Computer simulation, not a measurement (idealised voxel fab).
process module | voxel plated lines
In the cross-section labelled cut, the width is 265 nm and each square cell is 5 nm.
For the purposes of this document, a cross-section shall be understood as a grid of square cells, specified as bands listed in top-to-bottom order, each band consisting of one or more rows of cells.
Look at the band entry: it leads with the top's height and the bottom's height in nm. Then it lists the materials left to right, with a width in nm for each. The word "full width" on a single material says that material fills the band edge to edge. The word "empty" is empty space.
Zero point of the height axis is 0; under it, received wafer = one material. Lowest band: continues down indefinitely, "z 0 and below".
Width spec "30..40" -> top row of cells at first value, bottom row at second value, equal per-row change in between.
"all unchanged" -> step changed no cross-section cell.
So "Closed cavity list" is basically the list of trapped voids: any empty space of 8 cells or more that can't reach the top through an opening. They're written width x height at distance, the distance being from the left edge, and it's all nm.
On each step's line, the part that comes after the settings is the simulator's own comment on the step.
For masked steps, "overlay nm" on the step line gives how far right of plan the mask actually lay; a minus sign means it lay to the left.

## This section lists the process steps that were planned
1 RECEIVE: material Si
2 CONFORMAL_DEP: material SiO2, thk nm 15
3 DIRECTIONAL_DEP: material TiN, thk nm 5
4 PATTERN: tone open, mask id LINES, material resist, width nm 20, pitch nm 50, thk nm 20, overlay nm 0
5 EPI: material Ru, thk nm 5
6 STRIP: etch materials resist
7 DIRECTIONAL_ETCH: etch materials TiN, depth nm 5
8 CONFORMAL_DEP: material SiN, thk nm 10

## Cross-section of the wafer at receipt, which is the condition after step 1
	z 0 and below  Si full width
	Closed cavity list: none

## Cross-sectional image of the first of two wafers at the end of the module, the run having proceeded as planned
	z 35 to 25  35 of empty; 40 of SiN; 10 of empty; 40 of SiN; 10 of empty; 40 of SiN; 10 of empty; 40 of SiN; 40 of empty
	z 25 to 20  45 of SiN; 20 of Ru; 30 of SiN; 20 of Ru; 30 of SiN; 20 of Ru; 30 of SiN; 20 of Ru; 50 of SiN
	z 20 to 15  45 of SiN; 20 of TiN; 30 of SiN; 20 of TiN; 30 of SiN; 20 of TiN; 30 of SiN; 20 of TiN; 50 of SiN
	z 15 to 0  SiO2 full width
	z 0 and below  Si full width
	Closed cavity list: none

## The second wafer, shown in cross-section after the module: started the same way as the first and given the same plan, yet one mistake crept into how it was run
	z 35 to 25  40 of empty; 35 of SiN; 15 of empty; 35 of SiN; 15 of empty; 35 of SiN; 15 of empty; 35 of SiN; 40 of empty
	z 25 to 20  50 of SiN; 15 of Ru; 35 of SiN; 15 of Ru; 35 of SiN; 15 of Ru; 35 of SiN; 15 of Ru; 50 of SiN
	z 20 to 15  50 of SiN; 15 of TiN; 35 of SiN; 15 of TiN; 35 of SiN; 15 of TiN; 35 of SiN; 15 of TiN; 50 of SiN
	z 15 to 0  SiO2 full width
	z 0 and below  Si full width
	Closed cavity list: none
Finding, execution versus plan: step 4 did not use the planned setting and instead ran as PATTERN: tone open, mask id LINES, material resist, width nm 15, pitch nm 50, thk nm 20, overlay nm 0
In the final state, the cell counts of the second wafer exceed or fall short of those of the first for the following materials: Ru -4; TiN -4
